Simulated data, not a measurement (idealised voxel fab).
Process module under the name voxel wiring stack
The cross-section on display is named cut; it measures 255 nm wide, and its cells are 5 nm squares.
Cross-section format: a grid of square cells, given as bands from top to bottom; each band is one or more rows of cells.
Top, bottom (nm), then materials left to right with widths (nm); lone material tagged "everywhere" fills the whole band edge to edge; "empty" = empty space.
Heights are reckoned from 0. Under this level, the received wafer is all of one material. The bottommost band is open-ended downward, for example "top 0, no bottom".
When a width is written as two numbers, as in "30..40", the first number is the width in the top row of cells of the band and the second is the width in its bottom row, and the width changes by the same amount from each row to the next.
It should be understood that the words "no alteration", when stated for a given step, signify that the cross-section underwent no change in any of its cells during that step.
The list in "Completely sealed voids" covers empty spaces of 8 cells or more that cannot reach the top through any open way, and it gives each as width x height at distance; the distance is from the left edge, and width, height and distance are in nm.
Post-settings text on a step line: simulator's own remark regarding the step.
overlay nm: step with mask; distance mask lay right of planned place; negative value = left of planned place.
[These are the steps we planned for the process]
1,op RECEIVE | material Si
2,op CONFORMAL_DEP | material SiO2 | thk nm 10
3,op DIRECTIONAL_DEP | material TiN | thk nm 5
4,op DIRECTIONAL_DEP | material Ru | thk nm 25
5,op PATTERN | tone cover | mask id METAL_1 | material resist | width nm 25 | pitch nm 45 | thk nm 20 | overlay nm 0
6,op DIRECTIONAL_ETCH | etch materials Ru | depth nm 25
7,op DIRECTIONAL_ETCH | etch materials TiN | depth nm 5
8,op STRIP | etch materials resist
9,op CONFORMAL_DEP | material SiN | thk nm 5
10,op FILL_DEP | material lowk | thk nm 5
11,op CMP | height nm 40
12,op CONFORMAL_DEP | material SiCN | thk nm 5
13,op DIRECTIONAL_DEP | material lowk | thk nm 25
14,op PATTERN | tone open | mask id METAL_2 | material resist | width nm 25 | pitch nm 45 | thk nm 20 | overlay nm 0
15,op DIRECTIONAL_ETCH | etch materials lowk | depth nm 15
16,op STRIP | etch materials resist
17,op PATTERN | tone open | mask id METAL_2_HOLES | material resist | width nm 15 | pitch nm 45 | thk nm 20 | overlay nm 0
18,op DIRECTIONAL_ETCH | etch materials lowk | depth nm 10
19,op DIRECTIONAL_ETCH | etch materials SiCN | depth nm 5
20,op STRIP | etch materials resist
21,op CONFORMAL_DEP | material TiN | thk nm 5
22,op FILL_DEP | material Cu | thk nm 5
23,op CMP | height nm 70
24,op CONFORMAL_DEP | material SiN | thk nm 5
[Concerning the first of two wafers, which was run in accordance with the plan]
[Cross-section of the incoming wafer, state after step 1]
> top 0, no bottom = Si everywhere
> Completely sealed voids: none
[Upon completion of step 2, the wafer appears in cross-section as shown]
> top 10, bottom 0 = SiO2 everywhere
> Anything lower than 0 is untouched.
[Upon completion of step 3, the wafer appears in cross-section as shown]
> top 15, bottom 10 = TiN everywhere
> Anything lower than 10 is untouched.
[Upon completion of step 4, the wafer appears in cross-section as shown]
> top 40, bottom 15 = Ru everywhere
> Anything lower than 15 is untouched.
[Upon completion of step 5, the wafer appears in cross-section as shown]
> top 60, bottom 40 = 45 empty, then 25 resist, then 20 empty, then 25 resist, then 20 empty, then 25 resist, then 20 empty, then 25 resist, then 50 empty
> Anything lower than 40 is untouched.
[Upon completion of step 6, the wafer appears in cross-section as shown]
> top 60, bottom 40 = 45 empty, then 25 resist, then 20 empty, then 25 resist, then 20 empty, then 25 resist, then 20 empty, then 25 resist, then 50 empty
> top 40, bottom 15 = 45 empty, then 25 Ru, then 20 empty, then 25 Ru, then 20 empty, then 25 Ru, then 20 empty, then 25 Ru, then 50 empty
> Anything lower than 15 is untouched.
[Upon completion of step 7, the wafer appears in cross-section as shown]
> top 60, bottom 40 = 45 empty, then 25 resist, then 20 empty, then 25 resist, then 20 empty, then 25 resist, then 20 empty, then 25 resist, then 50 empty
> top 40, bottom 15 = 45 empty, then 25 Ru, then 20 empty, then 25 Ru, then 20 empty, then 25 Ru, then 20 empty, then 25 Ru, then 50 empty
> top 15, bottom 10 = 45 empty, then 25 TiN, then 20 empty, then 25 TiN, then 20 empty, then 25 TiN, then 20 empty, then 25 TiN, then 50 empty
> Anything lower than 10 is untouched.
[Upon completion of step 8, the wafer appears in cross-section as shown]
> top 40, bottom 15 = 45 empty, then 25 Ru, then 20 empty, then 25 Ru, then 20 empty, then 25 Ru, then 20 empty, then 25 Ru, then 50 empty
> Anything lower than 15 is untouched.
[Upon completion of step 9, the wafer appears in cross-section as shown]
> top 45, bottom 40 = 40 empty, then 35 SiN, then 10 empty, then 35 SiN, then 10 empty, then 35 SiN, then 10 empty, then 35 SiN, then 45 empty
> top 40, bottom 15 = 40 empty, then 5 SiN, then 25 Ru, then 5 SiN, then 10 empty, then 5 SiN, then 25 Ru, then 5 SiN, then 10 empty, then 5 SiN, then 25 Ru, then 5 SiN, then 10 empty, then 5 SiN, then 25 Ru, then 5 SiN, then 45 empty
> top 15, bottom 10 = 45 SiN, then 25 TiN, then 20 SiN, then 25 TiN, then 20 SiN, then 25 TiN, then 20 SiN, then 25 TiN, then 50 SiN
> Anything lower than 10 is untouched.
[Upon completion of step 10, the wafer appears in cross-section as shown]
> top 50, bottom 45 = lowk everywhere
> top 45, bottom 40 = 40 lowk, then 35 SiN, then 10 lowk, then 35 SiN, then 10 lowk, then 35 SiN, then 10 lowk, then 35 SiN, then 45 lowk
> top 40, bottom 15 = 40 lowk, then 5 SiN, then 25 Ru, then 5 SiN, then 10 lowk, then 5 SiN, then 25 Ru, then 5 SiN, then 10 lowk, then 5 SiN, then 25 Ru, then 5 SiN, then 10 lowk, then 5 SiN, then 25 Ru, then 5 SiN, then 45 lowk
> Anything lower than 15 is untouched.
[Upon completion of step 11, the wafer appears in cross-section as shown]
> top 40, bottom 15 = 40 lowk, then 5 SiN, then 25 Ru, then 5 SiN, then 10 lowk, then 5 SiN, then 25 Ru, then 5 SiN, then 10 lowk, then 5 SiN, then 25 Ru, then 5 SiN, then 10 lowk, then 5 SiN, then 25 Ru, then 5 SiN, then 45 lowk
> Anything lower than 15 is untouched.
[Upon completion of step 12, the wafer appears in cross-section as shown]
> top 45, bottom 40 = SiCN everywhere
> Anything lower than 40 is untouched.
[Upon completion of step 13, the wafer appears in cross-section as shown]
> top 70, bottom 45 = lowk everywhere
> Anything lower than 45 is untouched.
[Upon completion of step 14, the wafer appears in cross-section as shown]
> top 90, bottom 70 = 45 resist, then 25 empty, then 20 resist, then 25 empty, then 20 resist, then 25 empty, then 20 resist, then 25 empty, then 50 resist
> Anything lower than 70 is untouched.
[Upon completion of step 15, the wafer appears in cross-section as shown]
> top 90, bottom 70 = 45 resist, then 25 empty, then 20 resist, then 25 empty, then 20 resist, then 25 empty, then 20 resist, then 25 empty, then 50 resist
> top 70, bottom 55 = 45 lowk, then 25 empty, then 20 lowk, then 25 empty, then 20 lowk, then 25 empty, then 20 lowk, then 25 empty, then 50 lowk
> Anything lower than 55 is untouched.
[Upon completion of step 16, the wafer appears in cross-section as shown]
> top 70, bottom 55 = 45 lowk, then 25 empty, then 20 lowk, then 25 empty, then 20 lowk, then 25 empty, then 20 lowk, then 25 empty, then 50 lowk
> Anything lower than 55 is untouched.
[Upon completion of step 17, the wafer appears in cross-section as shown]
> top 90, bottom 70 = 45 resist, then 15 empty, then 30 resist, then 15 empty, then 30 resist, then 15 empty, then 30 resist, then 15 empty, then 60 resist
> top 70, bottom 55 = 45 lowk, then 15 empty, then 10 resist, then 20 lowk, then 15 empty, then 10 resist, then 20 lowk, then 15 empty, then 10 resist, then 20 lowk, then 15 empty, then 10 resist, then 50 lowk
> Anything lower than 55 is untouched.
[Upon completion of step 18, the wafer appears in cross-section as shown]
> top 90, bottom 70 = 45 resist, then 15 empty, then 30 resist, then 15 empty, then 30 resist, then 15 empty, then 30 resist, then 15 empty, then 60 resist
> top 70, bottom 55 = 45 lowk, then 15 empty, then 10 resist, then 20 lowk, then 15 empty, then 10 resist, then 20 lowk, then 15 empty, then 10 resist, then 20 lowk, then 15 empty, then 10 resist, then 50 lowk
> top 55, bottom 45 = 45 lowk, then 15 empty, then 30 lowk, then 15 empty, then 30 lowk, then 15 empty, then 30 lowk, then 15 empty, then 60 lowk
> Anything lower than 45 is untouched.
[Upon completion of step 19, the wafer appears in cross-section as shown]
> top 90, bottom 70 = 45 resist, then 15 empty, then 30 resist, then 15 empty, then 30 resist, then 15 empty, then 30 resist, then 15 empty, then 60 resist
> top 70, bottom 55 = 45 lowk, then 15 empty, then 10 resist, then 20 lowk, then 15 empty, then 10 resist, then 20 lowk, then 15 empty, then 10 resist, then 20 lowk, then 15 empty, then 10 resist, then 50 lowk
> top 55, bottom 45 = 45 lowk, then 15 empty, then 30 lowk, then 15 empty, then 30 lowk, then 15 empty, then 30 lowk, then 15 empty, then 60 lowk
> top 45, bottom 40 = 45 SiCN, then 15 empty, then 30 SiCN, then 15 empty, then 30 SiCN, then 15 empty, then 30 SiCN, then 15 empty, then 60 SiCN
> Anything lower than 40 is untouched.
[Upon completion of step 20, the wafer appears in cross-section as shown]
> top 70, bottom 55 = 45 lowk, then 25 empty, then 20 lowk, then 25 empty, then 20 lowk, then 25 empty, then 20 lowk, then 25 empty, then 50 lowk
> Anything lower than 55 is untouched.
[Upon completion of step 21, the wafer appears in cross-section as shown]
> top 75, bottom 70 = 50 TiN, then 15 empty, then 30 TiN, then 15 empty, then 30 TiN, then 15 empty, then 30 TiN, then 15 empty, then 55 TiN
> top 70, bottom 60 = 45 lowk, then 5 TiN, then 15 empty, then 5 TiN, then 20 lowk, then 5 TiN, then 15 empty, then 5 TiN, then 20 lowk, then 5 TiN, then 15 empty, then 5 TiN, then 20 lowk, then 5 TiN, then 15 empty, then 5 TiN, then 50 lowk
> top 60, bottom 55 = 45 lowk, then 5 TiN, then 5 empty, then 15 TiN, then 20 lowk, then 5 TiN, then 5 empty, then 15 TiN, then 20 lowk, then 5 TiN, then 5 empty, then 15 TiN, then 20 lowk, then 5 TiN, then 5 empty, then 15 TiN, then 50 lowk
> top 55, bottom 45 = 45 lowk, then 5 TiN, then 5 empty, then 5 TiN, then 30 lowk, then 5 TiN, then 5 empty, then 5 TiN, then 30 lowk, then 5 TiN, then 5 empty, then 5 TiN, then 30 lowk, then 5 TiN, then 5 empty, then 5 TiN, then 60 lowk
> top 45, bottom 40 = 45 SiCN, then 15 TiN, then 30 SiCN, then 15 TiN, then 30 SiCN, then 15 TiN, then 30 SiCN, then 15 TiN, then 60 SiCN
> Anything lower than 40 is untouched.
[Upon completion of step 22, the wafer appears in cross-section as shown]
> top 80, bottom 75 = Cu everywhere
> top 75, bottom 70 = 50 TiN, then 15 Cu, then 30 TiN, then 15 Cu, then 30 TiN, then 15 Cu, then 30 TiN, then 15 Cu, then 55 TiN
> top 70, bottom 60 = 45 lowk, then 5 TiN, then 15 Cu, then 5 TiN, then 20 lowk, then 5 TiN, then 15 Cu, then 5 TiN, then 20 lowk, then 5 TiN, then 15 Cu, then 5 TiN, then 20 lowk, then 5 TiN, then 15 Cu, then 5 TiN, then 50 lowk
> top 60, bottom 55 = 45 lowk, then 5 TiN, then 5 Cu, then 15 TiN, then 20 lowk, then 5 TiN, then 5 Cu, then 15 TiN, then 20 lowk, then 5 TiN, then 5 Cu, then 15 TiN, then 20 lowk, then 5 TiN, then 5 Cu, then 15 TiN, then 50 lowk
> top 55, bottom 45 = 45 lowk, then 5 TiN, then 5 Cu, then 5 TiN, then 30 lowk, then 5 TiN, then 5 Cu, then 5 TiN, then 30 lowk, then 5 TiN, then 5 Cu, then 5 TiN, then 30 lowk, then 5 TiN, then 5 Cu, then 5 TiN, then 60 lowk
> Anything lower than 45 is untouched.
[Upon completion of step 23, the wafer appears in cross-section as shown]
> top 70, bottom 60 = 45 lowk, then 5 TiN, then 15 Cu, then 5 TiN, then 20 lowk, then 5 TiN, then 15 Cu, then 5 TiN, then 20 lowk, then 5 TiN, then 15 Cu, then 5 TiN, then 20 lowk, then 5 TiN, then 15 Cu, then 5 TiN, then 50 lowk
> Anything lower than 60 is untouched.
[Upon completion of step 24, the wafer appears in cross-section as shown]
> top 75, bottom 70 = SiN everywhere
> Anything lower than 70 is untouched.
[Second Wafer (Identical Start and Plan, One Processing Error; Matches First Wafer Through Step 10)]
[At the planned end of step 11, the second wafer in cross-section]
> top 45, bottom 40 = 40 lowk, then 35 SiN, then 10 lowk, then 35 SiN, then 10 lowk, then 35 SiN, then 10 lowk, then 35 SiN, then 45 lowk
> Anything lower than 40 is untouched.
[At the planned end of step 12, the second wafer in cross-section]
> top 50, bottom 45 = SiCN everywhere
> Anything lower than 45 is untouched.
[At the planned end of step 13, the second wafer in cross-section]
> top 75, bottom 50 = lowk everywhere
> Anything lower than 50 is untouched.
[At the planned end of step 14, the second wafer in cross-section]
> top 95, bottom 75 = 45 resist, then 25 empty, then 20 resist, then 25 empty, then 20 resist, then 25 empty, then 20 resist, then 25 empty, then 50 resist
> Anything lower than 75 is untouched.
[At the planned end of step 15, the second wafer in cross-section]
> top 95, bottom 75 = 45 resist, then 25 empty, then 20 resist, then 25 empty, then 20 resist, then 25 empty, then 20 resist, then 25 empty, then 50 resist
> top 75, bottom 60 = 45 lowk, then 25 empty, then 20 lowk, then 25 empty, then 20 lowk, then 25 empty, then 20 lowk, then 25 empty, then 50 lowk
> Anything lower than 60 is untouched.
[At the planned end of step 16, the second wafer in cross-section]
> top 75, bottom 60 = 45 lowk, then 25 empty, then 20 lowk, then 25 empty, then 20 lowk, then 25 empty, then 20 lowk, then 25 empty, then 50 lowk
> Anything lower than 60 is untouched.
[At the planned end of step 17, the second wafer in cross-section]
> top 95, bottom 75 = 45 resist, then 15 empty, then 30 resist, then 15 empty, then 30 resist, then 15 empty, then 30 resist, then 15 empty, then 60 resist
> top 75, bottom 60 = 45 lowk, then 15 empty, then 10 resist, then 20 lowk, then 15 empty, then 10 resist, then 20 lowk, then 15 empty, then 10 resist, then 20 lowk, then 15 empty, then 10 resist, then 50 lowk
> Anything lower than 60 is untouched.
[At the planned end of step 18, the second wafer in cross-section]
> top 95, bottom 75 = 45 resist, then 15 empty, then 30 resist, then 15 empty, then 30 resist, then 15 empty, then 30 resist, then 15 empty, then 60 resist
> top 75, bottom 60 = 45 lowk, then 15 empty, then 10 resist, then 20 lowk, then 15 empty, then 10 resist, then 20 lowk, then 15 empty, then 10 resist, then 20 lowk, then 15 empty, then 10 resist, then 50 lowk
> top 60, bottom 50 = 45 lowk, then 15 empty, then 30 lowk, then 15 empty, then 30 lowk, then 15 empty, then 30 lowk, then 15 empty, then 60 lowk
> Anything lower than 50 is untouched.
[At the planned end of step 19, the second wafer in cross-section]
> top 95, bottom 75 = 45 resist, then 15 empty, then 30 resist, then 15 empty, then 30 resist, then 15 empty, then 30 resist, then 15 empty, then 60 resist
> top 75, bottom 60 = 45 lowk, then 15 empty, then 10 resist, then 20 lowk, then 15 empty, then 10 resist, then 20 lowk, then 15 empty, then 10 resist, then 20 lowk, then 15 empty, then 10 resist, then 50 lowk
> top 60, bottom 50 = 45 lowk, then 15 empty, then 30 lowk, then 15 empty, then 30 lowk, then 15 empty, then 30 lowk, then 15 empty, then 60 lowk
> top 50, bottom 45 = 45 SiCN, then 15 empty, then 30 SiCN, then 15 empty, then 30 SiCN, then 15 empty, then 30 SiCN, then 15 empty, then 60 SiCN
> Anything lower than 45 is untouched.
[At the planned end of step 20, the second wafer in cross-section]
> top 75, bottom 60 = 45 lowk, then 25 empty, then 20 lowk, then 25 empty, then 20 lowk, then 25 empty, then 20 lowk, then 25 empty, then 50 lowk
> Anything lower than 60 is untouched.
[At the planned end of step 21, the second wafer in cross-section]
> top 80, bottom 75 = 50 TiN, then 15 empty, then 30 TiN, then 15 empty, then 30 TiN, then 15 empty, then 30 TiN, then 15 empty, then 55 TiN
> top 75, bottom 65 = 45 lowk, then 5 TiN, then 15 empty, then 5 TiN, then 20 lowk, then 5 TiN, then 15 empty, then 5 TiN, then 20 lowk, then 5 TiN, then 15 empty, then 5 TiN, then 20 lowk, then 5 TiN, then 15 empty, then 5 TiN, then 50 lowk
> top 65, bottom 60 = 45 lowk, then 5 TiN, then 5 empty, then 15 TiN, then 20 lowk, then 5 TiN, then 5 empty, then 15 TiN, then 20 lowk, then 5 TiN, then 5 empty, then 15 TiN, then 20 lowk, then 5 TiN, then 5 empty, then 15 TiN, then 50 lowk
> top 60, bottom 50 = 45 lowk, then 5 TiN, then 5 empty, then 5 TiN, then 30 lowk, then 5 TiN, then 5 empty, then 5 TiN, then 30 lowk, then 5 TiN, then 5 empty, then 5 TiN, then 30 lowk, then 5 TiN, then 5 empty, then 5 TiN, then 60 lowk
> top 50, bottom 45 = 45 SiCN, then 15 TiN, then 30 SiCN, then 15 TiN, then 30 SiCN, then 15 TiN, then 30 SiCN, then 15 TiN, then 60 SiCN
> Anything lower than 45 is untouched.
[At the planned end of step 22, the second wafer in cross-section]
> top 85, bottom 80 = Cu everywhere
> top 80, bottom 75 = 50 TiN, then 15 Cu, then 30 TiN, then 15 Cu, then 30 TiN, then 15 Cu, then 30 TiN, then 15 Cu, then 55 TiN
> top 75, bottom 65 = 45 lowk, then 5 TiN, then 15 Cu, then 5 TiN, then 20 lowk, then 5 TiN, then 15 Cu, then 5 TiN, then 20 lowk, then 5 TiN, then 15 Cu, then 5 TiN, then 20 lowk, then 5 TiN, then 15 Cu, then 5 TiN, then 50 lowk
> top 65, bottom 60 = 45 lowk, then 5 TiN, then 5 Cu, then 15 TiN, then 20 lowk, then 5 TiN, then 5 Cu, then 15 TiN, then 20 lowk, then 5 TiN, then 5 Cu, then 15 TiN, then 20 lowk, then 5 TiN, then 5 Cu, then 15 TiN, then 50 lowk
> top 60, bottom 50 = 45 lowk, then 5 TiN, then 5 Cu, then 5 TiN, then 30 lowk, then 5 TiN, then 5 Cu, then 5 TiN, then 30 lowk, then 5 TiN, then 5 Cu, then 5 TiN, then 30 lowk, then 5 TiN, then 5 Cu, then 5 TiN, then 60 lowk
> Anything lower than 50 is untouched.
[At the planned end of step 23, the second wafer in cross-section]
> top 70, bottom 60 = 45 lowk, then 5 TiN, then 15..5 Cu, then 5..15 TiN, then 20 lowk, then 5 TiN, then 15..5 Cu, then 5..15 TiN, then 20 lowk, then 5 TiN, then 15..5 Cu, then 5..15 TiN, then 20 lowk, then 5 TiN, then 15..5 Cu, then 5..15 TiN, then 50 lowk
> Anything lower than 60 is untouched.
[At the planned end of step 24, the second wafer in cross-section]
> top 75, bottom 70 = SiN everywhere
> Anything lower than 70 is untouched.
What was the processing mistake? note that step 11 departed from the planned setting and was carried out as op CMP | height nm 45
Final comparison by cell count, materials where the second wafer has more or fewer than the first: -12 Cu; +28 SiN; -8 TiN; -8 lowk
